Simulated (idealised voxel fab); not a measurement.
A process module follows: voxel self aligned vias.
FYI the section here is cut, 220 nm wide, cells are 5 nm squares.
Reading order for cross-sections: top band down to bottom band. Underlying form: a grid of square cells. Band size: one or more rows of cells. Band entry format. Leading values: height of top, height of bottom, nm. Remainder: materials in left-to-right order, each with its width in nm. Special words: "all across" on a single material, which then fills the band edge to edge; "empty", empty space. Heights are reckoned from 0. Under this level, the received wafer is all of one material. The bottommost band is open-ended downward, for example "z 0 and below". Width "30..40": first value at the band's top row of cells, second value at its bottom row, equal change from row to row. It should be understood that the words "no modifications", when stated for a given step, signify that the cross-section underwent no change in any of its cells during that step. The list in "Sealed void listing" covers empty spaces of 8 cells or more that cannot reach the top through any open way, and it gives each as width x height at distance; the distance is from the left edge, and width, height and distance are in nm. It should be noted that, on the line of a given step, the content following the step's settings is a remark produced by the simulator itself with respect to that step. For masked steps, "overlay nm" on the step line gives how far right of plan the mask actually lay; a minus sign means it lay to the left.
# The steps planned for the process are as follows
1: RECEIVE,material Si
2: CONFORMAL_DEP,material SiO2,thk nm 15
3: CONFORMAL_DEP,material SiCN,thk nm 5
4: DIRECTIONAL_DEP,material SiO2,thk nm 30
5: PATTERN,tone open,mask id LINES,material resist,width nm 20,pitch nm 50,thk nm 15,overlay nm 0
6: DIRECTIONAL_ETCH,etch materials SiO2,depth nm 30
7: STRIP,etch materials resist
8: CONFORMAL_DEP,material TiN,thk nm 5
9: FILL_DEP,material Ru,thk nm 5
10: CMP,height nm 50
11: SELECTIVE_ETCH,etch materials W Ru TiN,depth nm 10
12: FILL_DEP,material SiN,thk nm 10
13: CMP,height nm 50
14: DIRECTIONAL_DEP,material SiO2,thk nm 20
15: DIRECTIONAL_DEP,material aC,thk nm 10
16: PATTERN,tone open,mask id VIAS,material resist,width nm 30,thk nm 30,overlay nm 0
17: DIRECTIONAL_ETCH,etch materials aC,depth nm 10
18: STRIP,etch materials resist
19: DIRECTIONAL_ETCH,etch materials SiO2,depth nm 20
20: DIRECTIONAL_ETCH,etch materials SiN,depth nm 10
21: STRIP,etch materials aC
22: CONFORMAL_DEP,material TiN,thk nm 5
23: FILL_DEP,material Ru,thk nm 5
24: CMP,height nm 70
25: CONFORMAL_DEP,material SiCN,thk nm 5
# First of the two wafers, run per plan
# Received-state cross-section, reflecting completion of step 1
  z 0 and below = Si all across
  Sealed void listing: none
# State of the wafer after step 2, shown in cross-section
  z 15 to 0 = SiO2 all across
  Below 0 it's all the same as before, nothing changed down there.
# State of the wafer after step 3, shown in cross-section
  z 20 to 15 = SiCN all across
  Below 15 it's all the same as before, nothing changed down there.
# State of the wafer after step 4, shown in cross-section
  z 50 to 20 = SiO2 all across
  Below 20 it's all the same as before, nothing changed down there.
# State of the wafer after step 5, shown in cross-section
  z 65 to 50 = resist 75 nm  empty 20 nm  resist 30 nm  empty 20 nm  resist 75 nm
  Below 50 it's all the same as before, nothing changed down there.
# State of the wafer after step 6, shown in cross-section
  z 65 to 50 = resist 75 nm  empty 20 nm  resist 30 nm  empty 20 nm  resist 75 nm
  z 50 to 20 = SiO2 75 nm  empty 20 nm  SiO2 30 nm  empty 20 nm  SiO2 75 nm
  Below 20 it's all the same as before, nothing changed down there.
# State of the wafer after step 7, shown in cross-section
  z 50 to 20 = SiO2 75 nm  empty 20 nm  SiO2 30 nm  empty 20 nm  SiO2 75 nm
  Below 20 it's all the same as before, nothing changed down there.
# State of the wafer after step 8, shown in cross-section
  z 55 to 50 = TiN 80 nm  empty 10 nm  TiN 40 nm  empty 10 nm  TiN 80 nm
  z 50 to 25 = SiO2 75 nm  TiN 5 nm  empty 10 nm  TiN 5 nm  SiO2 30 nm  TiN 5 nm  empty 10 nm  TiN 5 nm  SiO2 75 nm
  z 25 to 20 = SiO2 75 nm  TiN 20 nm  SiO2 30 nm  TiN 20 nm  SiO2 75 nm
  Below 20 it's all the same as before, nothing changed down there.
# State of the wafer after step 9, shown in cross-section
  z 60 to 55 = Ru all across
  z 55 to 50 = TiN 80 nm  Ru 10 nm  TiN 40 nm  Ru 10 nm  TiN 80 nm
  z 50 to 25 = SiO2 75 nm  TiN 5 nm  Ru 10 nm  TiN 5 nm  SiO2 30 nm  TiN 5 nm  Ru 10 nm  TiN 5 nm  SiO2 75 nm
  Below 25 it's all the same as before, nothing changed down there.
# State of the wafer after step 10, shown in cross-section
  z 50 to 25 = SiO2 75 nm  TiN 5 nm  Ru 10 nm  TiN 5 nm  SiO2 30 nm  TiN 5 nm  Ru 10 nm  TiN 5 nm  SiO2 75 nm
  Below 25 it's all the same as before, nothing changed down there.
# State of the wafer after step 11, shown in cross-section
  z 50 to 40 = SiO2 75 nm  empty 20 nm  SiO2 30 nm  empty 20 nm  SiO2 75 nm
  Below 40 it's all the same as before, nothing changed down there.
# State of the wafer after step 12, shown in cross-section
  z 60 to 50 = SiN all across
  z 50 to 40 = SiO2 75 nm  SiN 20 nm  SiO2 30 nm  SiN 20 nm  SiO2 75 nm
  Below 40 it's all the same as before, nothing changed down there.
# State of the wafer after step 13, shown in cross-section
  z 50 to 40 = SiO2 75 nm  SiN 20 nm  SiO2 30 nm  SiN 20 nm  SiO2 75 nm
  Below 40 it's all the same as before, nothing changed down there.
# State of the wafer after step 14, shown in cross-section
  z 70 to 50 = SiO2 all across
  Below 50 it's all the same as before, nothing changed down there.
# State of the wafer after step 15, shown in cross-section
  z 80 to 70 = aC all across
  Below 70 it's all the same as before, nothing changed down there.
# State of the wafer after step 16, shown in cross-section
  z 110 to 80 = resist 70 nm  empty 30 nm  resist 120 nm
  Below 80 it's all the same as before, nothing changed down there.
# State of the wafer after step 17, shown in cross-section
  z 100 to 80 = resist 70 nm  empty 30 nm  resist 120 nm
  z 80 to 70 = aC 70 nm  empty 30 nm  aC 120 nm
  Below 70 it's all the same as before, nothing changed down there.
# State of the wafer after step 18, shown in cross-section
  z 80 to 70 = aC 70 nm  empty 30 nm  aC 120 nm
  Below 70 it's all the same as before, nothing changed down there.
# State of the wafer after step 19, shown in cross-section
  z 80 to 70 = aC 70 nm  empty 30 nm  aC 120 nm
  z 70 to 50 = SiO2 70 nm  empty 30 nm  SiO2 120 nm
  Below 50 it's all the same as before, nothing changed down there.
# State of the wafer after step 20, shown in cross-section
  z 80 to 70 = aC 70 nm  empty 30 nm  aC 120 nm
  z 70 to 50 = SiO2 70 nm  empty 30 nm  SiO2 120 nm
  z 50 to 40 = SiO2 75 nm  empty 20 nm  SiO2 30 nm  SiN 20 nm  SiO2 75 nm
  Below 40 it's all the same as before, nothing changed down there.
# State of the wafer after step 21, shown in cross-section
  z 70 to 50 = SiO2 70 nm  empty 30 nm  SiO2 120 nm
  Below 50 it's all the same as before, nothing changed down there.
# State of the wafer after step 22, shown in cross-section
  z 75 to 70 = TiN 75 nm  empty 20 nm  TiN 125 nm
  z 70 to 55 = SiO2 70 nm  TiN 5 nm  empty 20 nm  TiN 5 nm  SiO2 120 nm
  z 55 to 50 = SiO2 70 nm  TiN 10 nm  empty 10 nm  TiN 10 nm  SiO2 120 nm
  z 50 to 45 = SiO2 75 nm  TiN 5 nm  empty 10 nm  TiN 5 nm  SiO2 30 nm  SiN 20 nm  SiO2 75 nm
  z 45 to 40 = SiO2 75 nm  TiN 20 nm  SiO2 30 nm  SiN 20 nm  SiO2 75 nm
  Below 40 it's all the same as before, nothing changed down there.
# State of the wafer after step 23, shown in cross-section
  z 80 to 75 = Ru all across
  z 75 to 70 = TiN 75 nm  Ru 20 nm  TiN 125 nm
  z 70 to 55 = SiO2 70 nm  TiN 5 nm  Ru 20 nm  TiN 5 nm  SiO2 120 nm
  z 55 to 50 = SiO2 70 nm  TiN 10 nm  Ru 10 nm  TiN 10 nm  SiO2 120 nm
  z 50 to 45 = SiO2 75 nm  TiN 5 nm  Ru 10 nm  TiN 5 nm  SiO2 30 nm  SiN 20 nm  SiO2 75 nm
  Below 45 it's all the same as before, nothing changed down there.
# State of the wafer after step 24, shown in cross-section
  z 70 to 55 = SiO2 70 nm  TiN 5 nm  Ru 20 nm  TiN 5 nm  SiO2 120 nm
  Below 55 it's all the same as before, nothing changed down there.
# State of the wafer after step 25, shown in cross-section
  z 75 to 70 = SiCN all across
  Below 70 it's all the same as before, nothing changed down there.
# Wafer two. Same start, same plan, one slip in execution. Same as wafer one through step 10, inclusive
# Cross-sectional representation of the second wafer at the time designated in the plan for the completion of step 11
  z 50 to 40 = SiO2 75 nm  TiN 5 nm  empty 10 nm  TiN 5 nm  SiO2 30 nm  TiN 5 nm  empty 10 nm  TiN 5 nm  SiO2 75 nm
  Below 40 it's all the same as before, nothing changed down there.
# Cross-sectional representation of the second wafer at the time designated in the plan for the completion of step 12
  z 60 to 50 = SiN all across
  z 50 to 40 = SiO2 75 nm  TiN 5 nm  SiN 10 nm  TiN 5 nm  SiO2 30 nm  TiN 5 nm  SiN 10 nm  TiN 5 nm  SiO2 75 nm
  Below 40 it's all the same as before, nothing changed down there.
# Cross-sectional representation of the second wafer at the time designated in the plan for the completion of step 13
  z 50 to 40 = SiO2 75 nm  TiN 5 nm  SiN 10 nm  TiN 5 nm  SiO2 30 nm  TiN 5 nm  SiN 10 nm  TiN 5 nm  SiO2 75 nm
  Below 40 it's all the same as before, nothing changed down there.
# Cross-sectional representation of the second wafer at the time designated in the plan for the completion of step 14
  z 70 to 50 = SiO2 all across
  Below 50 it's all the same as before, nothing changed down there.
# Cross-sectional representation of the second wafer at the time designated in the plan for the completion of step 15
  z 80 to 70 = aC all across
  Below 70 it's all the same as before, nothing changed down there.
# Cross-sectional representation of the second wafer at the time designated in the plan for the completion of step 16
  z 110 to 80 = resist 70 nm  empty 30 nm  resist 120 nm
  Below 80 it's all the same as before, nothing changed down there.
# Cross-sectional representation of the second wafer at the time designated in the plan for the completion of step 17
  z 100 to 80 = resist 70 nm  empty 30 nm  resist 120 nm
  z 80 to 70 = aC 70 nm  empty 30 nm  aC 120 nm
  Below 70 it's all the same as before, nothing changed down there.
# Cross-sectional representation of the second wafer at the time designated in the plan for the completion of step 18
  z 80 to 70 = aC 70 nm  empty 30 nm  aC 120 nm
  Below 70 it's all the same as before, nothing changed down there.
# Cross-sectional representation of the second wafer at the time designated in the plan for the completion of step 19
  z 80 to 70 = aC 70 nm  empty 30 nm  aC 120 nm
  z 70 to 50 = SiO2 70 nm  empty 30 nm  SiO2 120 nm
  Below 50 it's all the same as before, nothing changed down there.
# Cross-sectional representation of the second wafer at the time designated in the plan for the completion of step 20
  z 80 to 70 = aC 70 nm  empty 30 nm  aC 120 nm
  z 70 to 50 = SiO2 70 nm  empty 30 nm  SiO2 120 nm
  z 50 to 40 = SiO2 75 nm  TiN 5 nm  empty 10 nm  TiN 5 nm  SiO2 30 nm  TiN 5 nm  SiN 10 nm  TiN 5 nm  SiO2 75 nm
  Below 40 it's all the same as before, nothing changed down there.
# Cross-sectional representation of the second wafer at the time designated in the plan for the completion of step 21
  z 70 to 50 = SiO2 70 nm  empty 30 nm  SiO2 120 nm
  Below 50 it's all the same as before, nothing changed down there.
# Cross-sectional representation of the second wafer at the time designated in the plan for the completion of step 22
  z 75 to 70 = TiN 75 nm  empty 20 nm  TiN 125 nm
  z 70 to 55 = SiO2 70 nm  TiN 5 nm  empty 20 nm  TiN 5 nm  SiO2 120 nm
  z 55 to 50 = SiO2 70 nm  TiN 30 nm  SiO2 120 nm
  z 50 to 40 = SiO2 75 nm  TiN 20 nm  SiO2 30 nm  TiN 5 nm  SiN 10 nm  TiN 5 nm  SiO2 75 nm
  Below 40 it's all the same as before, nothing changed down there.
# Cross-sectional representation of the second wafer at the time designated in the plan for the completion of step 23
  z 80 to 75 = Ru all across
  z 75 to 70 = TiN 75 nm  Ru 20 nm  TiN 125 nm
  z 70 to 55 = SiO2 70 nm  TiN 5 nm  Ru 20 nm  TiN 5 nm  SiO2 120 nm
  Below 55 it's all the same as before, nothing changed down there.
# Cross-sectional representation of the second wafer at the time designated in the plan for the completion of step 24
  z 70 to 55 = SiO2 70 nm  TiN 5 nm  Ru 20 nm  TiN 5 nm  SiO2 120 nm
  Below 55 it's all the same as before, nothing changed down there.
# Cross-sectional representation of the second wafer at the time designated in the plan for the completion of step 25
  z 75 to 70 = SiCN all across
  Below 70 it's all the same as before, nothing changed down there.
Finding, execution versus plan: step 11 off recipe, ran as SELECTIVE_ETCH,etch materials Ru,depth nm 10
In the final state, the cell counts of the second wafer exceed or fall short of those of the first for the following materials: 4 fewer of Ru | 4 fewer of SiN | 8 more of TiN
